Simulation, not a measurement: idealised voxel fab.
The following is a process module called voxel wiring stack.
In the cross-section labelled cut, the width is 140 nm and each square cell is 5 nm.
The cross-sections in this document take the form of a grid made of square cells. They are written out as bands, in order from top to bottom. Each band consists of one or more rows of cells. What a band's entry tells you: where the top is and where the bottom is, as heights in nm, and after that what lies inside, material by material from left to right, each with its width in nm. Empty space is written as the word "air", and a single material marked with the word "edge to edge" occupies the band from edge to edge. Convention: height 0 is the level below which the wafer, as received, is all one material. The lowest band does not terminate at the bottom but continues downward, represented as "top 0, no bottom". Per-row width for "30..40": begins at first number (top row of band), ends at second number (bottom row), increment between rows held constant. "nothing different" for a step: no cell of the cross-section changed in that step. Closed empty spaces (no open way to the top) of 8 cells or more are what "Closed void listing" lists, each as width x height at distance from the left edge, nm for all three. On each step's line, the part that comes after the settings is the simulator's own comment on the step. If you see "overlay nm" on a step's line and that step has a mask, it's telling you how far right of where it was planned the mask ended up; a negative number means it went left instead.
## Below is the list of planned process steps
| 1 | RECEIVE [material Si] |
| 2 | CONFORMAL_DEP [material SiO2] [thk nm 10] |
| 3 | DIRECTIONAL_DEP [material TiN] [thk nm 5] |
| 4 | DIRECTIONAL_DEP [material W] [thk nm 25] |
| 5 | MASKED_ETCH [tone cover] [mask id METAL_1] [width nm 25] [pitch nm 45] [etch materials W] [depth nm 25] [overlay nm 0] |
| 6 | MASKED_ETCH [tone cover] [mask id METAL_1] [width nm 25] [pitch nm 45] [etch materials TiN] [depth nm 5] [overlay nm 0] |
| 7 | FILL_DEP [material SiO2] [thk nm 5] |
| 8 | CMP [height nm 40] |
| 9 | CONFORMAL_DEP [material SiCN] [thk nm 5] |
| 10 | DIRECTIONAL_DEP [material SiO2] [thk nm 30] |
| 11 | PATTERN [tone open] [mask id METAL_2_HOLES] [material resist] [width nm 15] [pitch nm 45] [thk nm 20] [overlay nm 0] |
| 12 | DIRECTIONAL_ETCH [etch materials SiO2] [depth nm 30] |
| 13 | STRIP [etch materials resist] |
| 14 | MASKED_ETCH [tone open] [mask id METAL_2] [width nm 25] [pitch nm 45] [etch materials SiO2] [depth nm 20] [overlay nm 0] |
| 15 | MASKED_ETCH [tone open] [mask id METAL_2] [width nm 25] [pitch nm 45] [etch materials SiCN] [depth nm 5] [overlay nm 0] |
| 16 | CONFORMAL_DEP [material TiN] [thk nm 5] |
| 17 | FILL_DEP [material Cu] [thk nm 10] |
| 18 | CMP [height nm 75] |
| 19 | CONFORMAL_DEP [material SiCN] [thk nm 5] |
| 20 | DIRECTIONAL_DEP [material lowk] [thk nm 10] |
| 21 | MASKED_ETCH [tone open] [mask id PLUG_2] [width nm 15] [pitch nm 45] [etch materials lowk] [depth nm 10] [overlay nm 0] |
| 22 | MASKED_ETCH [tone open] [mask id PLUG_2] [width nm 15] [pitch nm 45] [etch materials SiCN] [depth nm 5] [overlay nm 0] |
| 23 | EPI [material Ru] [thk nm 10] |
| 24 | EPI [material Ru] [thk nm 5] |
| 25 | DIRECTIONAL_DEP [material TiN] [thk nm 5] |
| 26 | DIRECTIONAL_DEP [material W] [thk nm 15] |
| 27 | DIRECTIONAL_DEP [material aC] [thk nm 15] |
| 28 | PATTERN [tone cover] [mask id METAL_3] [material resist] [width nm 25] [pitch nm 45] [thk nm 30] [overlay nm 0] |
| 29 | DIRECTIONAL_ETCH [etch materials aC] [depth nm 15] |
| 30 | STRIP [etch materials resist] |
| 31 | DIRECTIONAL_ETCH [etch materials W] [depth nm 15] |
| 32 | DIRECTIONAL_ETCH [etch materials TiN] [depth nm 5] |
| 33 | STRIP [etch materials aC] |
| 34 | CONFORMAL_DEP [material SiN] [thk nm 5] |
| 35 | FILL_DEP [material SiO2] [thk nm 5] |
| 36 | CMP [height nm 110] |
| 37 | CONFORMAL_DEP [material SiCN] [thk nm 5] |
## first wafer, as planned
## Incoming wafer in cross-section (state: after step 1)
- top 0, no bottom | Si edge to edge
- Closed void listing: none
## Take a look at the wafer's cross-section after step 2
- top 10, bottom 0 | SiO2 edge to edge
- For the remainder of the cross-section, below 0, there is no change.
## Take a look at the wafer's cross-section after step 3
- top 15, bottom 10 | TiN edge to edge
- For the remainder of the cross-section, below 10, there is no change.
## Take a look at the wafer's cross-section after step 4
- top 40, bottom 15 | W edge to edge
- For the remainder of the cross-section, below 15, there is no change.
## Take a look at the wafer's cross-section after step 5
- top 40, bottom 15 | air 35 nm, W 25 nm, air 20 nm, W 25 nm, air 35 nm
- For the remainder of the cross-section, below 15, there is no change.
## Take a look at the wafer's cross-section after step 6
- top 40, bottom 15 | air 35 nm, W 25 nm, air 20 nm, W 25 nm, air 35 nm
- top 15, bottom 10 | air 35 nm, TiN 25 nm, air 20 nm, TiN 25 nm, air 35 nm
- For the remainder of the cross-section, below 10, there is no change.
## Take a look at the wafer's cross-section after step 7
- top 45, bottom 40 | SiO2 edge to edge
- top 40, bottom 15 | SiO2 35 nm, W 25 nm, SiO2 20 nm, W 25 nm, SiO2 35 nm
- top 15, bottom 10 | SiO2 35 nm, TiN 25 nm, SiO2 20 nm, TiN 25 nm, SiO2 35 nm
- For the remainder of the cross-section, below 10, there is no change.
## Take a look at the wafer's cross-section after step 8
- top 40, bottom 15 | SiO2 35 nm, W 25 nm, SiO2 20 nm, W 25 nm, SiO2 35 nm
- For the remainder of the cross-section, below 15, there is no change.
## Take a look at the wafer's cross-section after step 9
- top 45, bottom 40 | SiCN edge to edge
- For the remainder of the cross-section, below 40, there is no change.
## Take a look at the wafer's cross-section after step 10
- top 75, bottom 45 | SiO2 edge to edge
- For the remainder of the cross-section, below 45, there is no change.
## Take a look at the wafer's cross-section after step 11
- top 95, bottom 75 | resist 35 nm, air 15 nm, resist 30 nm, air 15 nm, resist 45 nm
- For the remainder of the cross-section, below 75, there is no change.
## Take a look at the wafer's cross-section after step 12
- top 95, bottom 75 | resist 35 nm, air 15 nm, resist 30 nm, air 15 nm, resist 45 nm
- top 75, bottom 45 | SiO2 35 nm, air 15 nm, SiO2 30 nm, air 15 nm, SiO2 45 nm
- For the remainder of the cross-section, below 45, there is no change.
## Take a look at the wafer's cross-section after step 13
- top 75, bottom 45 | SiO2 35 nm, air 15 nm, SiO2 30 nm, air 15 nm, SiO2 45 nm
- For the remainder of the cross-section, below 45, there is no change.
## Take a look at the wafer's cross-section after step 14
- top 75, bottom 55 | SiO2 35 nm, air 25 nm, SiO2 20 nm, air 25 nm, SiO2 35 nm
- For the remainder of the cross-section, below 55, there is no change.
## Take a look at the wafer's cross-section after step 15
- top 75, bottom 55 | SiO2 35 nm, air 25 nm, SiO2 20 nm, air 25 nm, SiO2 35 nm
- top 55, bottom 45 | SiO2 35 nm, air 15 nm, SiO2 30 nm, air 15 nm, SiO2 45 nm
- top 45, bottom 40 | SiCN 35 nm, air 15 nm, SiCN 30 nm, air 15 nm, SiCN 45 nm
- For the remainder of the cross-section, below 40, there is no change.
## Take a look at the wafer's cross-section after step 16
- top 80, bottom 75 | TiN 40 nm, air 15 nm, TiN 30 nm, air 15 nm, TiN 40 nm
- top 75, bottom 60 | SiO2 35 nm, TiN 5 nm, air 15 nm, TiN 5 nm, SiO2 20 nm, TiN 5 nm, air 15 nm, TiN 5 nm, SiO2 35 nm
- top 60, bottom 55 | SiO2 35 nm, TiN 5 nm, air 5 nm, TiN 15 nm, SiO2 20 nm, TiN 5 nm, air 5 nm, TiN 15 nm, SiO2 35 nm
- top 55, bottom 45 | SiO2 35 nm, TiN 5 nm, air 5 nm, TiN 5 nm, SiO2 30 nm, TiN 5 nm, air 5 nm, TiN 5 nm, SiO2 45 nm
- top 45, bottom 40 | SiCN 35 nm, TiN 15 nm, SiCN 30 nm, TiN 15 nm, SiCN 45 nm
- For the remainder of the cross-section, below 40, there is no change.
## Take a look at the wafer's cross-section after step 17
- top 90, bottom 80 | Cu edge to edge
- top 80, bottom 75 | TiN 40 nm, Cu 15 nm, TiN 30 nm, Cu 15 nm, TiN 40 nm
- top 75, bottom 60 | SiO2 35 nm, TiN 5 nm, Cu 15 nm, TiN 5 nm, SiO2 20 nm, TiN 5 nm, Cu 15 nm, TiN 5 nm, SiO2 35 nm
- top 60, bottom 55 | SiO2 35 nm, TiN 5 nm, Cu 5 nm, TiN 15 nm, SiO2 20 nm, TiN 5 nm, Cu 5 nm, TiN 15 nm, SiO2 35 nm
- top 55, bottom 45 | SiO2 35 nm, TiN 5 nm, Cu 5 nm, TiN 5 nm, SiO2 30 nm, TiN 5 nm, Cu 5 nm, TiN 5 nm, SiO2 45 nm
- For the remainder of the cross-section, below 45, there is no change.
## Take a look at the wafer's cross-section after step 18
- top 75, bottom 60 | SiO2 35 nm, TiN 5 nm, Cu 15 nm, TiN 5 nm, SiO2 20 nm, TiN 5 nm, Cu 15 nm, TiN 5 nm, SiO2 35 nm
- For the remainder of the cross-section, below 60, there is no change.
## Take a look at the wafer's cross-section after step 19
- top 80, bottom 75 | SiCN edge to edge
- For the remainder of the cross-section, below 75, there is no change.
## Take a look at the wafer's cross-section after step 20
- top 90, bottom 80 | lowk edge to edge
- For the remainder of the cross-section, below 80, there is no change.
## Take a look at the wafer's cross-section after step 21
- top 90, bottom 80 | lowk 35 nm, air 15 nm, lowk 30 nm, air 15 nm, lowk 45 nm
- For the remainder of the cross-section, below 80, there is no change.
## Take a look at the wafer's cross-section after step 22
- top 90, bottom 80 | lowk 35 nm, air 15 nm, lowk 30 nm, air 15 nm, lowk 45 nm
- top 80, bottom 75 | SiCN 35 nm, air 15 nm, SiCN 30 nm, air 15 nm, SiCN 45 nm
- For the remainder of the cross-section, below 75, there is no change.
## Take a look at the wafer's cross-section after step 23
- top 90, bottom 85 | lowk 35 nm, air 15 nm, lowk 30 nm, air 15 nm, lowk 45 nm
- top 85, bottom 80 | lowk 35 nm, Ru 15 nm, lowk 30 nm, Ru 15 nm, lowk 45 nm
- top 80, bottom 75 | SiCN 35 nm, Ru 15 nm, SiCN 30 nm, Ru 15 nm, SiCN 45 nm
- For the remainder of the cross-section, below 75, there is no change.
## Take a look at the wafer's cross-section after step 24
- top 90, bottom 80 | lowk 35 nm, Ru 15 nm, lowk 30 nm, Ru 15 nm, lowk 45 nm
- For the remainder of the cross-section, below 80, there is no change.
## Take a look at the wafer's cross-section after step 25
- top 95, bottom 90 | TiN edge to edge
- For the remainder of the cross-section, below 90, there is no change.
## Take a look at the wafer's cross-section after step 26
- top 110, bottom 95 | W edge to edge
- For the remainder of the cross-section, below 95, there is no change.
## Take a look at the wafer's cross-section after step 27
- top 125, bottom 110 | aC edge to edge
- For the remainder of the cross-section, below 110, there is no change.
## Take a look at the wafer's cross-section after step 28
- top 155, bottom 125 | air 35 nm, resist 25 nm, air 20 nm, resist 25 nm, air 35 nm
- For the remainder of the cross-section, below 125, there is no change.
## Take a look at the wafer's cross-section after step 29
- top 140, bottom 125 | air 35 nm, resist 25 nm, air 20 nm, resist 25 nm, air 35 nm
- top 125, bottom 110 | air 35 nm, aC 25 nm, air 20 nm, aC 25 nm, air 35 nm
- For the remainder of the cross-section, below 110, there is no change.
## Take a look at the wafer's cross-section after step 30
- top 125, bottom 110 | air 35 nm, aC 25 nm, air 20 nm, aC 25 nm, air 35 nm
- For the remainder of the cross-section, below 110, there is no change.
## Take a look at the wafer's cross-section after step 31
- top 125, bottom 110 | air 35 nm, aC 25 nm, air 20 nm, aC 25 nm, air 35 nm
- top 110, bottom 95 | air 35 nm, W 25 nm, air 20 nm, W 25 nm, air 35 nm
- For the remainder of the cross-section, below 95, there is no change.
## Take a look at the wafer's cross-section after step 32
- top 125, bottom 110 | air 35 nm, aC 25 nm, air 20 nm, aC 25 nm, air 35 nm
- top 110, bottom 95 | air 35 nm, W 25 nm, air 20 nm, W 25 nm, air 35 nm
- top 95, bottom 90 | air 35 nm, TiN 25 nm, air 20 nm, TiN 25 nm, air 35 nm
- For the remainder of the cross-section, below 90, there is no change.
## Take a look at the wafer's cross-section after step 33
- top 110, bottom 95 | air 35 nm, W 25 nm, air 20 nm, W 25 nm, air 35 nm
- For the remainder of the cross-section, below 95, there is no change.
## Take a look at the wafer's cross-section after step 34
- top 115, bottom 110 | air 30 nm, SiN 35 nm, air 10 nm, SiN 35 nm, air 30 nm
- top 110, bottom 95 | air 30 nm, SiN 5 nm, W 25 nm, SiN 5 nm, air 10 nm, SiN 5 nm, W 25 nm, SiN 5 nm, air 30 nm
- top 95, bottom 90 | SiN 35 nm, TiN 25 nm, SiN 20 nm, TiN 25 nm, SiN 35 nm
- For the remainder of the cross-section, below 90, there is no change.
## Take a look at the wafer's cross-section after step 35
- top 120, bottom 115 | SiO2 edge to edge
- top 115, bottom 110 | SiO2 30 nm, SiN 35 nm, SiO2 10 nm, SiN 35 nm, SiO2 30 nm
- top 110, bottom 95 | SiO2 30 nm, SiN 5 nm, W 25 nm, SiN 5 nm, SiO2 10 nm, SiN 5 nm, W 25 nm, SiN 5 nm, SiO2 30 nm
- For the remainder of the cross-section, below 95, there is no change.
## Take a look at the wafer's cross-section after step 36
- top 110, bottom 95 | SiO2 30 nm, SiN 5 nm, W 25 nm, SiN 5 nm, SiO2 10 nm, SiN 5 nm, W 25 nm, SiN 5 nm, SiO2 30 nm
- For the remainder of the cross-section, below 95, there is no change.
## Take a look at the wafer's cross-section after step 37
- top 115, bottom 110 | SiCN edge to edge
- For the remainder of the cross-section, below 110, there is no change.
## What follows concerns the second wafer, which started out like the first and was meant to follow the very same plan; one mistake crept in when it was run, but everything up to and including step 24 is the same as for the first wafer
## Here is the second wafer in cross-section at the point where step 25 of the plan should have been done
- top 105, bottom 90 | W edge to edge
- For the remainder of the cross-section, below 90, there is no change.
## Here is the second wafer in cross-section at the point where step 26 of the plan should have been done
- top 110, bottom 105 | TiN edge to edge
- For the remainder of the cross-section, below 105, there is no change.
## Here is the second wafer in cross-section at the point where step 27 of the plan should have been done
- top 125, bottom 110 | aC edge to edge
- For the remainder of the cross-section, below 110, there is no change.
## Here is the second wafer in cross-section at the point where step 28 of the plan should have been done
- top 155, bottom 125 | air 35 nm, resist 25 nm, air 20 nm, resist 25 nm, air 35 nm
- For the remainder of the cross-section, below 125, there is no change.
## Here is the second wafer in cross-section at the point where step 29 of the plan should have been done
- top 140, bottom 125 | air 35 nm, resist 25 nm, air 20 nm, resist 25 nm, air 35 nm
- top 125, bottom 110 | air 35 nm, aC 25 nm, air 20 nm, aC 25 nm, air 35 nm
- For the remainder of the cross-section, below 110, there is no change.
## Here is the second wafer in cross-section at the point where step 30 of the plan should have been done
- top 125, bottom 110 | air 35 nm, aC 25 nm, air 20 nm, aC 25 nm, air 35 nm
- For the remainder of the cross-section, below 110, there is no change.
Here is the second wafer in cross-section at the point where step 31 of the plan should have been done: nothing different
## Here is the second wafer in cross-section at the point where step 32 of the plan should have been done
- top 125, bottom 110 | air 35 nm, aC 25 nm, air 20 nm, aC 25 nm, air 35 nm
- top 110, bottom 105 | air 35 nm, TiN 25 nm, air 20 nm, TiN 25 nm, air 35 nm
- For the remainder of the cross-section, below 105, there is no change.
## Here is the second wafer in cross-section at the point where step 33 of the plan should have been done
- top 110, bottom 105 | air 35 nm, TiN 25 nm, air 20 nm, TiN 25 nm, air 35 nm
- For the remainder of the cross-section, below 105, there is no change.
## Here is the second wafer in cross-section at the point where step 34 of the plan should have been done
- top 115, bottom 110 | air 30 nm, SiN 35 nm, air 10 nm, SiN 35 nm, air 30 nm
- top 110, bottom 105 | SiN 35 nm, TiN 25 nm, SiN 20 nm, TiN 25 nm, SiN 35 nm
- For the remainder of the cross-section, below 105, there is no change.
## Here is the second wafer in cross-section at the point where step 35 of the plan should have been done
- top 120, bottom 115 | SiO2 edge to edge
- top 115, bottom 110 | SiO2 30 nm, SiN 35 nm, SiO2 10 nm, SiN 35 nm, SiO2 30 nm
- For the remainder of the cross-section, below 110, there is no change.
## Here is the second wafer in cross-section at the point where step 36 of the plan should have been done
- top 110, bottom 105 | SiN 35 nm, TiN 25 nm, SiN 20 nm, TiN 25 nm, SiN 35 nm
- For the remainder of the cross-section, below 105, there is no change.
## Here is the second wafer in cross-section at the point where step 37 of the plan should have been done
- top 115, bottom 110 | SiCN edge to edge
- For the remainder of the cross-section, below 110, there is no change.
Run error: steps 25 and 26 got flipped, so each one ran where the other should have
Final tally in cells, some materials are higher or lower on the second wafer than on the first: SiN -12, SiO2 -42, W +54
